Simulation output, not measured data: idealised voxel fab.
The following process module bears the name voxel air gaps.
Each square cell in cross-section cut measures 5 nm, and the section as a whole is 165 nm wide.
Think of the cross-section as a grid of square cells. We describe it in bands, top to bottom, and each band covers one or more rows of those cells.
What a band's entry tells you: where the top is and where the bottom is, as heights in nm, and after that what lies inside, material by material from left to right, each with its width in nm. Empty space is written as the word "empty", and a single material marked with the word "full width" occupies the band from edge to edge.
It should be noted that heights are counted from 0, beneath which the wafer as supplied is of one material throughout, and that the lowest band possesses no lower boundary but continues downward, as written in "0 and below".
Think of "30 to 40" as a width that walks from the first number to the second as you go down the band, top row to bottom row, taking equal-sized steps from row to row.
You'll sometimes find "left unchanged" written for a step, and that's the way of saying that nowhere in the cross-section did a cell change during that step.
Voids not open to the top, 8 cells minimum: see "Completely enclosed voids". Written width x height at distance; distance is from the left edge; nm.
Anything after a step's settings on that line? It's the simulator's own note about the step.
The line of a step may include "overlay nm". On a step with a mask, this value is how far to the right of its planned place the mask lay. A negative value means the mask lay to the left.
# Process steps - plan
| 1 | RECEIVE [material Si] |
| 2 | CONFORMAL_DEP [material SiO2] [thk nm 15] |
| 3 | CONFORMAL_DEP [material SiN] [thk nm 5] |
| 4 | DIRECTIONAL_DEP [material SiO2] [thk nm 40] |
| 5 | PATTERN [tone open] [mask id LINES] [material resist] [width nm 15] [pitch nm 40] [thk nm 15] [overlay nm 0] |
| 6 | DIRECTIONAL_ETCH [etch materials SiO2] [depth nm 40] |
| 7 | STRIP [etch materials resist] |
| 8 | CONFORMAL_DEP [material TiN] [thk nm 5] |
| 9 | FILL_DEP [material W] [thk nm 10] |
| 10 | CMP [height nm 60] |
| 11 | EPI [material Ru] [thk nm 10] |
| 12 | SELECTIVE_ETCH [etch materials SiO2] [depth nm 50] |
| 13 | CONFORMAL_DEP [material SiCN] [thk nm 5] |
# As-received wafer cross-section (after step 1)
	0 and below: Si full width
	Completely enclosed voids: none
# Cross-section, end of module. Start: as above. Plan: as above. Execution: one mistake
	85 down to 80: 10 of empty / 145 of SiCN / 10 of empty
	80 down to 60: 10 of empty / 5 of SiCN / 135 of Ru / 5 of SiCN / 10 of empty
	60 down to 55: 10 of empty / 25 of SiCN / 5 of TiN / 5 of W / 5 of TiN / 25 of SiO2 / 5 of TiN / 5 of W / 5 of TiN / 25 of SiO2 / 5 of TiN / 5 of W / 5 of TiN / 25 of SiCN / 10 of empty
	55 down to 25: 30 of empty / 5 of SiCN / 5 of TiN / 5 of W / 5 of TiN / 25 of SiO2 / 5 of TiN / 5 of W / 5 of TiN / 25 of SiO2 / 5 of TiN / 5 of W / 5 of TiN / 5 of SiCN / 30 of empty
	25 down to 20: 35 of SiCN / 15 of TiN / 25 of SiO2 / 15 of TiN / 25 of SiO2 / 15 of TiN / 35 of SiCN
	20 down to 15: SiN full width
	15 down to 0: SiO2 full width
	0 and below: Si full width
	Completely enclosed voids: none
Finding, execution versus plan: regarding the plan, step 11 was run twice
